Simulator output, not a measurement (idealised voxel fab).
Module name: voxel wiring stack (process module)
The cross-section on display is named cut; it measures 220 nm wide, and its cells are 5 nm squares.
Format of a cross-section: grid, square cells. Given as bands. Order: top down. Band: one or more rows of cells. The entry gives the band's vertical extent as a top height and a bottom height in nm, then its horizontal make-up as materials from left to right, each with a width in nm. "air" stands for empty space; a single material marked "full width" fills the band edge to edge. The reference from which all heights are counted is 0, the level beneath which the as-received wafer is entirely one material; the lowest band, having no lower bound, proceeds downward and is written after the example "0 down". Width spec "30->40" -> top row of cells at first value, bottom row at second value, equal per-row change in between. Any step labelled "no alteration" changed none of the cells in the cross-section. If an empty space has no open way to the top and is at least 8 cells in size, "Sealed cavities" lists it, written width x height at distance, where distance is measured from the left edge and every value is in nm. Note: text after step settings on the step line = simulator remark on that step. overlay nm: for a step with a mask, the amount by which the mask lay right of where it was planned; a negative amount means left of it.
-- Set out below are the planned steps of the process
1,RECEIVE: material Si
2,CONFORMAL_DEP: material SiO2, thk nm 15
3,CONFORMAL_DEP: material SiN, thk nm 5
4,DIRECTIONAL_DEP: material SiO2, thk nm 25
5,DIRECTIONAL_DEP: material aC, thk nm 15
6,PATTERN: tone open, mask id METAL_1, material resist, width nm 20, pitch nm 45, thk nm 35, overlay nm 0
7,DIRECTIONAL_ETCH: etch materials aC, depth nm 15
8,STRIP: etch materials resist
9,DIRECTIONAL_ETCH: etch materials SiO2, depth nm 25
10,DIRECTIONAL_ETCH: etch materials SiN, depth nm 5
11,STRIP: etch materials aC
12,CONFORMAL_DEP: material TiN, thk nm 5
13,FILL_DEP: material Ru, thk nm 10
14,CMP: height nm 45
15,EPI: material Ru, thk nm 5
16,FILL_DEP: material SiCN, thk nm 5
17,DIRECTIONAL_DEP: material lowk, thk nm 10
18,PATTERN: tone open, mask id PLUG_1, material resist, width nm 15, pitch nm 90, thk nm 15, overlay nm 0
19,DIRECTIONAL_ETCH: etch materials lowk, depth nm 10
20,DIRECTIONAL_ETCH: etch materials SiCN, depth nm 5
21,STRIP: etch materials resist
22,EPI: material Ru, thk nm 10
23,EPI: material Ru, thk nm 5
24,DIRECTIONAL_DEP: material TiN, thk nm 5
25,DIRECTIONAL_DEP: material Ru, thk nm 20
26,DIRECTIONAL_DEP: material aC, thk nm 10
27,PATTERN: tone cover, mask id METAL_2, material resist, width nm 20, pitch nm 45, thk nm 30, overlay nm 0
28,DIRECTIONAL_ETCH: etch materials aC, depth nm 10
29,STRIP: etch materials resist
30,DIRECTIONAL_ETCH: etch materials Ru, depth nm 20
31,DIRECTIONAL_ETCH: etch materials TiN, depth nm 5
32,STRIP: etch materials aC
33,CONFORMAL_DEP: material SiN, thk nm 5
34,FILL_DEP: material lowk, thk nm 10
35,CMP: height nm 90
36,CONFORMAL_DEP: material SiCN, thk nm 5
37,DIRECTIONAL_DEP: material SiO2, thk nm 10
38,PATTERN: tone open, mask id PLUG_2, material resist, width nm 15, pitch nm 90, thk nm 20, overlay nm 0
39,DIRECTIONAL_ETCH: etch materials SiO2, depth nm 10
40,DIRECTIONAL_ETCH: etch materials SiCN, depth nm 5
41,STRIP: etch materials resist
42,EPI: material Ru, thk nm 10
43,EPI: material Ru, thk nm 5
44,CONFORMAL_DEP: material SiCN, thk nm 5
45,DIRECTIONAL_DEP: material lowk, thk nm 25
46,MASKED_ETCH: tone open, mask id METAL_3, width nm 20, pitch nm 45, etch materials lowk, depth nm 25, overlay nm 0
47,MASKED_ETCH: tone open, mask id METAL_3, width nm 20, pitch nm 45, etch materials SiCN, depth nm 5, overlay nm 0
48,CONFORMAL_DEP: material TiN, thk nm 5
49,FILL_DEP: material Ru, thk nm 5
50,CMP: height nm 135
51,CONFORMAL_DEP: material SiCN, thk nm 5
-- The first of the two wafers, which ran as planned
-- Cross-section of the wafer as it came to us, i.e., already through step 1
0 down  Si full width
Sealed cavities: none
-- after step 2
15 to 0  SiO2 full width
No changes below 0.
-- after step 3
20 to 15  SiN full width
No changes below 15.
-- after step 4
45 to 20  SiO2 full width
No changes below 20.
-- after step 5
60 to 45  aC full width
No changes below 45.
-- after step 6
95 to 60  resist (30), air (20), resist (25), air (20), resist (25), air (20), resist (25), air (20), resist (35)
No changes below 60.
-- after step 7
80 to 60  resist (30), air (20), resist (25), air (20), resist (25), air (20), resist (25), air (20), resist (35)
60 to 45  aC (30), air (20), aC (25), air (20), aC (25), air (20), aC (25), air (20), aC (35)
No changes below 45.
-- after step 8
60 to 45  aC (30), air (20), aC (25), air (20), aC (25), air (20), aC (25), air (20), aC (35)
No changes below 45.
-- after step 9
60 to 45  aC (30), air (20), aC (25), air (20), aC (25), air (20), aC (25), air (20), aC (35)
45 to 20  SiO2 (30), air (20), SiO2 (25), air (20), SiO2 (25), air (20), SiO2 (25), air (20), SiO2 (35)
No changes below 20.
-- after step 10
60 to 45  aC (30), air (20), aC (25), air (20), aC (25), air (20), aC (25), air (20), aC (35)
45 to 20  SiO2 (30), air (20), SiO2 (25), air (20), SiO2 (25), air (20), SiO2 (25), air (20), SiO2 (35)
20 to 15  SiN (30), air (20), SiN (25), air (20), SiN (25), air (20), SiN (25), air (20), SiN (35)
No changes below 15.
-- after step 11
45 to 20  SiO2 (30), air (20), SiO2 (25), air (20), SiO2 (25), air (20), SiO2 (25), air (20), SiO2 (35)
No changes below 20.
-- after step 12
50 to 45  TiN (35), air (10), TiN (35), air (10), TiN (35), air (10), TiN (35), air (10), TiN (40)
45 to 20  SiO2 (30), TiN (5), air (10), TiN (5), SiO2 (25), TiN (5), air (10), TiN (5), SiO2 (25), TiN (5), air (10), TiN (5), SiO2 (25), TiN (5), air (10), TiN (5), SiO2 (35)
20 to 15  SiN (30), TiN (20), SiN (25), TiN (20), SiN (25), TiN (20), SiN (25), TiN (20), SiN (35)
No changes below 15.
-- after step 13
60 to 50  Ru full width
50 to 45  TiN (35), Ru (10), TiN (35), Ru (10), TiN (35), Ru (10), TiN (35), Ru (10), TiN (40)
45 to 20  SiO2 (30), TiN (5), Ru (10), TiN (5), SiO2 (25), TiN (5), Ru (10), TiN (5), SiO2 (25), TiN (5), Ru (10), TiN (5), SiO2 (25), TiN (5), Ru (10), TiN (5), SiO2 (35)
No changes below 20.
-- after step 14
45 to 20  SiO2 (30), TiN (5), Ru (10), TiN (5), SiO2 (25), TiN (5), Ru (10), TiN (5), SiO2 (25), TiN (5), Ru (10), TiN (5), SiO2 (25), TiN (5), Ru (10), TiN (5), SiO2 (35)
No changes below 20.
-- after step 15
50 to 45  air (25), Ru (30), air (15), Ru (30), air (15), Ru (30), air (15), Ru (30), air (30)
No changes below 45.
-- after step 16
55 to 50  SiCN full width
50 to 45  SiCN (25), Ru (30), SiCN (15), Ru (30), SiCN (15), Ru (30), SiCN (15), Ru (30), SiCN (30)
No changes below 45.
-- after step 17
65 to 55  lowk full width
No changes below 55.
-- after step 18
80 to 65  resist (30), air (15), resist (75), air (15), resist (85)
No changes below 65.
-- after step 19
80 to 65  resist (30), air (15), resist (75), air (15), resist (85)
65 to 55  lowk (30), air (15), lowk (75), air (15), lowk (85)
No changes below 55.
-- after step 20
80 to 65  resist (30), air (15), resist (75), air (15), resist (85)
65 to 55  lowk (30), air (15), lowk (75), air (15), lowk (85)
55 to 50  SiCN (30), air (15), SiCN (75), air (15), SiCN (85)
No changes below 50.
-- after step 21
65 to 55  lowk (30), air (15), lowk (75), air (15), lowk (85)
No changes below 55.
-- after step 22
65 to 60  lowk (30), air (15), lowk (75), air (15), lowk (85)
60 to 55  lowk (30), Ru (15), lowk (75), Ru (15), lowk (85)
55 to 50  SiCN (30), Ru (15), SiCN (75), Ru (15), SiCN (85)
No changes below 50.
-- after step 23
65 to 55  lowk (30), Ru (15), lowk (75), Ru (15), lowk (85)
No changes below 55.
-- after step 24
70 to 65  TiN full width
No changes below 65.
-- after step 25
90 to 70  Ru full width
No changes below 70.
-- after step 26
100 to 90  aC full width
No changes below 90.
-- after step 27
130 to 100  air (30), resist (20), air (25), resist (20), air (25), resist (20), air (25), resist (20), air (35)
No changes below 100.
-- after step 28
120 to 100  air (30), resist (20), air (25), resist (20), air (25), resist (20), air (25), resist (20), air (35)
100 to 90  air (30), aC (20), air (25), aC (20), air (25), aC (20), air (25), aC (20), air (35)
No changes below 90.
-- after step 29
100 to 90  air (30), aC (20), air (25), aC (20), air (25), aC (20), air (25), aC (20), air (35)
No changes below 90.
-- after step 30
100 to 90  air (30), aC (20), air (25), aC (20), air (25), aC (20), air (25), aC (20), air (35)
90 to 70  air (30), Ru (20), air (25), Ru (20), air (25), Ru (20), air (25), Ru (20), air (35)
No changes below 70.
-- after step 31
100 to 90  air (30), aC (20), air (25), aC (20), air (25), aC (20), air (25), aC (20), air (35)
90 to 70  air (30), Ru (20), air (25), Ru (20), air (25), Ru (20), air (25), Ru (20), air (35)
70 to 65  air (30), TiN (20), air (25), TiN (20), air (25), TiN (20), air (25), TiN (20), air (35)
No changes below 65.
-- after step 32
90 to 70  air (30), Ru (20), air (25), Ru (20), air (25), Ru (20), air (25), Ru (20), air (35)
No changes below 70.
-- after step 33
95 to 90  air (25), SiN (30), air (15), SiN (30), air (15), SiN (30), air (15), SiN (30), air (30)
90 to 70  air (25), SiN (5), Ru (20), SiN (5), air (15), SiN (5), Ru (20), SiN (5), air (15), SiN (5), Ru (20), SiN (5), air (15), SiN (5), Ru (20), SiN (5), air (30)
70 to 65  SiN (30), TiN (20), SiN (25), TiN (20), SiN (25), TiN (20), SiN (25), TiN (20), SiN (35)
No changes below 65.
-- after step 34
105 to 95  lowk full width
95 to 90  lowk (25), SiN (30), lowk (15), SiN (30), lowk (15), SiN (30), lowk (15), SiN (30), lowk (30)
90 to 70  lowk (25), SiN (5), Ru (20), SiN (5), lowk (15), SiN (5), Ru (20), SiN (5), lowk (15), SiN (5), Ru (20), SiN (5), lowk (15), SiN (5), Ru (20), SiN (5), lowk (30)
No changes below 70.
-- after step 35
90 to 70  lowk (25), SiN (5), Ru (20), SiN (5), lowk (15), SiN (5), Ru (20), SiN (5), lowk (15), SiN (5), Ru (20), SiN (5), lowk (15), SiN (5), Ru (20), SiN (5), lowk (30)
No changes below 70.
-- after step 36
95 to 90  SiCN full width
No changes below 90.
-- after step 37
105 to 95  SiO2 full width
No changes below 95.
-- after step 38
125 to 105  resist (30), air (15), resist (75), air (15), resist (85)
No changes below 105.
-- after step 39
125 to 105  resist (30), air (15), resist (75), air (15), resist (85)
105 to 95  SiO2 (30), air (15), SiO2 (75), air (15), SiO2 (85)
No changes below 95.
-- after step 40
125 to 105  resist (30), air (15), resist (75), air (15), resist (85)
105 to 95  SiO2 (30), air (15), SiO2 (75), air (15), SiO2 (85)
95 to 90  SiCN (30), air (15), SiCN (75), air (15), SiCN (85)
No changes below 90.
-- after step 41
105 to 95  SiO2 (30), air (15), SiO2 (75), air (15), SiO2 (85)
No changes below 95.
-- after step 42
105 to 100  SiO2 (30), air (15), SiO2 (75), air (15), SiO2 (85)
100 to 95  SiO2 (30), Ru (15), SiO2 (75), Ru (15), SiO2 (85)
95 to 90  SiCN (30), Ru (15), SiCN (75), Ru (15), SiCN (85)
No changes below 90.
-- after step 43
105 to 95  SiO2 (30), Ru (15), SiO2 (75), Ru (15), SiO2 (85)
No changes below 95.
-- after step 44
110 to 105  SiCN full width
No changes below 105.
-- after step 45
135 to 110  lowk full width
No changes below 110.
-- after step 46
135 to 110  lowk (30), air (20), lowk (25), air (20), lowk (25), air (20), lowk (25), air (20), lowk (35)
No changes below 110.
-- after step 47
135 to 110  lowk (30), air (20), lowk (25), air (20), lowk (25), air (20), lowk (25), air (20), lowk (35)
110 to 105  SiCN (30), air (20), SiCN (25), air (20), SiCN (25), air (20), SiCN (25), air (20), SiCN (35)
No changes below 105.
-- after step 48
140 to 135  TiN (35), air (10), TiN (35), air (10), TiN (35), air (10), TiN (35), air (10), TiN (40)
135 to 110  lowk (30), TiN (5), air (10), TiN (5), lowk (25), TiN (5), air (10), TiN (5), lowk (25), TiN (5), air (10), TiN (5), lowk (25), TiN (5), air (10), TiN (5), lowk (35)
110 to 105  SiCN (30), TiN (20), SiCN (25), TiN (20), SiCN (25), TiN (20), SiCN (25), TiN (20), SiCN (35)
No changes below 105.
-- after step 49
145 to 140  Ru full width
140 to 135  TiN (35), Ru (10), TiN (35), Ru (10), TiN (35), Ru (10), TiN (35), Ru (10), TiN (40)
135 to 110  lowk (30), TiN (5), Ru (10), TiN (5), lowk (25), TiN (5), Ru (10), TiN (5), lowk (25), TiN (5), Ru (10), TiN (5), lowk (25), TiN (5), Ru (10), TiN (5), lowk (35)
No changes below 110.
-- after step 50
135 to 110  lowk (30), TiN (5), Ru (10), TiN (5), lowk (25), TiN (5), Ru (10), TiN (5), lowk (25), TiN (5), Ru (10), TiN (5), lowk (25), TiN (5), Ru (10), TiN (5), lowk (35)
No changes below 110.
-- after step 51
140 to 135  SiCN full width
No changes below 135.
-- Second wafer. Start and plan as for the first. One mistake made in running. Agrees with the first up to and including step 3
-- Look at the second wafer in cross-section at the time step 4 ought to have finished
35 to 20  SiO2 full width
No changes below 20.
-- Look at the second wafer in cross-section at the time step 5 ought to have finished
50 to 35  aC full width
No changes below 35.
-- Look at the second wafer in cross-section at the time step 6 ought to have finished
85 to 50  resist (30), air (20), resist (25), air (20), resist (25), air (20), resist (25), air (20), resist (35)
No changes below 50.
-- Look at the second wafer in cross-section at the time step 7 ought to have finished
70 to 50  resist (30), air (20), resist (25), air (20), resist (25), air (20), resist (25), air (20), resist (35)
50 to 35  aC (30), air (20), aC (25), air (20), aC (25), air (20), aC (25), air (20), aC (35)
No changes below 35.
-- Look at the second wafer in cross-section at the time step 8 ought to have finished
50 to 35  aC (30), air (20), aC (25), air (20), aC (25), air (20), aC (25), air (20), aC (35)
No changes below 35.
-- Look at the second wafer in cross-section at the time step 9 ought to have finished
50 to 35  aC (30), air (20), aC (25), air (20), aC (25), air (20), aC (25), air (20), aC (35)
35 to 20  SiO2 (30), air (20), SiO2 (25), air (20), SiO2 (25), air (20), SiO2 (25), air (20), SiO2 (35)
No changes below 20.
-- Look at the second wafer in cross-section at the time step 10 ought to have finished
50 to 35  aC (30), air (20), aC (25), air (20), aC (25), air (20), aC (25), air (20), aC (35)
35 to 20  SiO2 (30), air (20), SiO2 (25), air (20), SiO2 (25), air (20), SiO2 (25), air (20), SiO2 (35)
20 to 15  SiN (30), air (20), SiN (25), air (20), SiN (25), air (20), SiN (25), air (20), SiN (35)
No changes below 15.
-- Look at the second wafer in cross-section at the time step 11 ought to have finished
35 to 20  SiO2 (30), air (20), SiO2 (25), air (20), SiO2 (25), air (20), SiO2 (25), air (20), SiO2 (35)
No changes below 20.
-- Look at the second wafer in cross-section at the time step 12 ought to have finished
40 to 35  TiN (35), air (10), TiN (35), air (10), TiN (35), air (10), TiN (35), air (10), TiN (40)
35 to 20  SiO2 (30), TiN (5), air (10), TiN (5), SiO2 (25), TiN (5), air (10), TiN (5), SiO2 (25), TiN (5), air (10), TiN (5), SiO2 (25), TiN (5), air (10), TiN (5), SiO2 (35)
20 to 15  SiN (30), TiN (20), SiN (25), TiN (20), SiN (25), TiN (20), SiN (25), TiN (20), SiN (35)
No changes below 15.
-- Look at the second wafer in cross-section at the time step 13 ought to have finished
50 to 40  Ru full width
40 to 35  TiN (35), Ru (10), TiN (35), Ru (10), TiN (35), Ru (10), TiN (35), Ru (10), TiN (40)
35 to 20  SiO2 (30), TiN (5), Ru (10), TiN (5), SiO2 (25), TiN (5), Ru (10), TiN (5), SiO2 (25), TiN (5), Ru (10), TiN (5), SiO2 (25), TiN (5), Ru (10), TiN (5), SiO2 (35)
No changes below 20.
-- Look at the second wafer in cross-section at the time step 14 ought to have finished
45 to 40  Ru full width
No changes below 40.
-- Look at the second wafer in cross-section at the time step 15 ought to have finished
50 to 40  Ru full width
No changes below 40.
-- Look at the second wafer in cross-section at the time step 16 ought to have finished
55 to 50  SiCN full width
No changes below 50.
-- Look at the second wafer in cross-section at the time step 17 ought to have finished
65 to 55  lowk full width
No changes below 55.
-- Look at the second wafer in cross-section at the time step 18 ought to have finished
80 to 65  resist (30), air (15), resist (75), air (15), resist (85)
No changes below 65.
-- Look at the second wafer in cross-section at the time step 19 ought to have finished
80 to 65  resist (30), air (15), resist (75), air (15), resist (85)
65 to 55  lowk (30), air (15), lowk (75), air (15), lowk (85)
No changes below 55.
-- Look at the second wafer in cross-section at the time step 20 ought to have finished
80 to 65  resist (30), air (15), resist (75), air (15), resist (85)
65 to 55  lowk (30), air (15), lowk (75), air (15), lowk (85)
55 to 50  SiCN (30), air (15), SiCN (75), air (15), SiCN (85)
No changes below 50.
-- Look at the second wafer in cross-section at the time step 21 ought to have finished
65 to 55  lowk (30), air (15), lowk (75), air (15), lowk (85)
No changes below 55.
-- Look at the second wafer in cross-section at the time step 22 ought to have finished
65 to 60  lowk (30), air (15), lowk (75), air (15), lowk (85)
60 to 55  lowk (30), Ru (15), lowk (75), Ru (15), lowk (85)
55 to 50  SiCN (30), Ru (15), SiCN (75), Ru (15), SiCN (85)
No changes below 50.
-- Look at the second wafer in cross-section at the time step 23 ought to have finished
65 to 55  lowk (30), Ru (15), lowk (75), Ru (15), lowk (85)
No changes below 55.
-- Look at the second wafer in cross-section at the time step 24 ought to have finished
70 to 65  TiN full width
No changes below 65.
-- Look at the second wafer in cross-section at the time step 25 ought to have finished
90 to 70  Ru full width
No changes below 70.
-- Look at the second wafer in cross-section at the time step 26 ought to have finished
100 to 90  aC full width
No changes below 90.
-- Look at the second wafer in cross-section at the time step 27 ought to have finished
130 to 100  air (30), resist (20), air (25), resist (20), air (25), resist (20), air (25), resist (20), air (35)
No changes below 100.
-- Look at the second wafer in cross-section at the time step 28 ought to have finished
120 to 100  air (30), resist (20), air (25), resist (20), air (25), resist (20), air (25), resist (20), air (35)
100 to 90  air (30), aC (20), air (25), aC (20), air (25), aC (20), air (25), aC (20), air (35)
No changes below 90.
-- Look at the second wafer in cross-section at the time step 29 ought to have finished
100 to 90  air (30), aC (20), air (25), aC (20), air (25), aC (20), air (25), aC (20), air (35)
No changes below 90.
-- Look at the second wafer in cross-section at the time step 30 ought to have finished
100 to 90  air (30), aC (20), air (25), aC (20), air (25), aC (20), air (25), aC (20), air (35)
90 to 70  air (30), Ru (20), air (25), Ru (20), air (25), Ru (20), air (25), Ru (20), air (35)
No changes below 70.
-- Look at the second wafer in cross-section at the time step 31 ought to have finished
100 to 90  air (30), aC (20), air (25), aC (20), air (25), aC (20), air (25), aC (20), air (35)
90 to 70  air (30), Ru (20), air (25), Ru (20), air (25), Ru (20), air (25), Ru (20), air (35)
70 to 65  air (30), TiN (20), air (25), TiN (20), air (25), TiN (20), air (25), TiN (20), air (35)
No changes below 65.
-- Look at the second wafer in cross-section at the time step 32 ought to have finished
90 to 70  air (30), Ru (20), air (25), Ru (20), air (25), Ru (20), air (25), Ru (20), air (35)
No changes below 70.
-- Look at the second wafer in cross-section at the time step 33 ought to have finished
95 to 90  air (25), SiN (30), air (15), SiN (30), air (15), SiN (30), air (15), SiN (30), air (30)
90 to 70  air (25), SiN (5), Ru (20), SiN (5), air (15), SiN (5), Ru (20), SiN (5), air (15), SiN (5), Ru (20), SiN (5), air (15), SiN (5), Ru (20), SiN (5), air (30)
70 to 65  SiN (30), TiN (20), SiN (25), TiN (20), SiN (25), TiN (20), SiN (25), TiN (20), SiN (35)
No changes below 65.
-- Look at the second wafer in cross-section at the time step 34 ought to have finished
105 to 95  lowk full width
95 to 90  lowk (25), SiN (30), lowk (15), SiN (30), lowk (15), SiN (30), lowk (15), SiN (30), lowk (30)
90 to 70  lowk (25), SiN (5), Ru (20), SiN (5), lowk (15), SiN (5), Ru (20), SiN (5), lowk (15), SiN (5), Ru (20), SiN (5), lowk (15), SiN (5), Ru (20), SiN (5), lowk (30)
No changes below 70.
-- Look at the second wafer in cross-section at the time step 35 ought to have finished
90 to 70  lowk (25), SiN (5), Ru (20), SiN (5), lowk (15), SiN (5), Ru (20), SiN (5), lowk (15), SiN (5), Ru (20), SiN (5), lowk (15), SiN (5), Ru (20), SiN (5), lowk (30)
No changes below 70.
-- Look at the second wafer in cross-section at the time step 36 ought to have finished
95 to 90  SiCN full width
No changes below 90.
-- Look at the second wafer in cross-section at the time step 37 ought to have finished
105 to 95  SiO2 full width
No changes below 95.
-- Look at the second wafer in cross-section at the time step 38 ought to have finished
125 to 105  resist (30), air (15), resist (75), air (15), resist (85)
No changes below 105.
-- Look at the second wafer in cross-section at the time step 39 ought to have finished
125 to 105  resist (30), air (15), resist (75), air (15), resist (85)
105 to 95  SiO2 (30), air (15), SiO2 (75), air (15), SiO2 (85)
No changes below 95.
-- Look at the second wafer in cross-section at the time step 40 ought to have finished
125 to 105  resist (30), air (15), resist (75), air (15), resist (85)
105 to 95  SiO2 (30), air (15), SiO2 (75), air (15), SiO2 (85)
95 to 90  SiCN (30), air (15), SiCN (75), air (15), SiCN (85)
No changes below 90.
-- Look at the second wafer in cross-section at the time step 41 ought to have finished
105 to 95  SiO2 (30), air (15), SiO2 (75), air (15), SiO2 (85)
No changes below 95.
-- Look at the second wafer in cross-section at the time step 42 ought to have finished
105 to 100  SiO2 (30), air (15), SiO2 (75), air (15), SiO2 (85)
100 to 95  SiO2 (30), Ru (15), SiO2 (75), Ru (15), SiO2 (85)
95 to 90  SiCN (30), Ru (15), SiCN (75), Ru (15), SiCN (85)
No changes below 90.
-- Look at the second wafer in cross-section at the time step 43 ought to have finished
105 to 95  SiO2 (30), Ru (15), SiO2 (75), Ru (15), SiO2 (85)
No changes below 95.
-- Look at the second wafer in cross-section at the time step 44 ought to have finished
110 to 105  SiCN full width
No changes below 105.
-- Look at the second wafer in cross-section at the time step 45 ought to have finished
135 to 110  lowk full width
No changes below 110.
-- Look at the second wafer in cross-section at the time step 46 ought to have finished
135 to 110  lowk (30), air (20), lowk (25), air (20), lowk (25), air (20), lowk (25), air (20), lowk (35)
No changes below 110.
-- Look at the second wafer in cross-section at the time step 47 ought to have finished
135 to 110  lowk (30), air (20), lowk (25), air (20), lowk (25), air (20), lowk (25), air (20), lowk (35)
110 to 105  SiCN (30), air (20), SiCN (25), air (20), SiCN (25), air (20), SiCN (25), air (20), SiCN (35)
No changes below 105.
-- Look at the second wafer in cross-section at the time step 48 ought to have finished
140 to 135  TiN (35), air (10), TiN (35), air (10), TiN (35), air (10), TiN (35), air (10), TiN (40)
135 to 110  lowk (30), TiN (5), air (10), TiN (5), lowk (25), TiN (5), air (10), TiN (5), lowk (25), TiN (5), air (10), TiN (5), lowk (25), TiN (5), air (10), TiN (5), lowk (35)
110 to 105  SiCN (30), TiN (20), SiCN (25), TiN (20), SiCN (25), TiN (20), SiCN (25), TiN (20), SiCN (35)
No changes below 105.
-- Look at the second wafer in cross-section at the time step 49 ought to have finished
145 to 140  Ru full width
140 to 135  TiN (35), Ru (10), TiN (35), Ru (10), TiN (35), Ru (10), TiN (35), Ru (10), TiN (40)
135 to 110  lowk (30), TiN (5), Ru (10), TiN (5), lowk (25), TiN (5), Ru (10), TiN (5), lowk (25), TiN (5), Ru (10), TiN (5), lowk (25), TiN (5), Ru (10), TiN (5), lowk (35)
No changes below 110.
-- Look at the second wafer in cross-section at the time step 50 ought to have finished
135 to 110  lowk (30), TiN (5), Ru (10), TiN (5), lowk (25), TiN (5), Ru (10), TiN (5), lowk (25), TiN (5), Ru (10), TiN (5), lowk (25), TiN (5), Ru (10), TiN (5), lowk (35)
No changes below 110.
-- Look at the second wafer in cross-section at the time step 51 ought to have finished
140 to 135  SiCN full width
No changes below 135.
The mistake made against the process plan was this: heads up, step 4 didn't go per plan, it actually ran as DIRECTIONAL_DEP: material SiO2, thk nm 15
It is noted that, at the conclusion of processing, the second wafer exhibits a higher or lower cell count for certain materials relative to the first: Ru: 56 more, SiCN: 20 fewer, SiO2: 56 fewer, TiN: 20 more
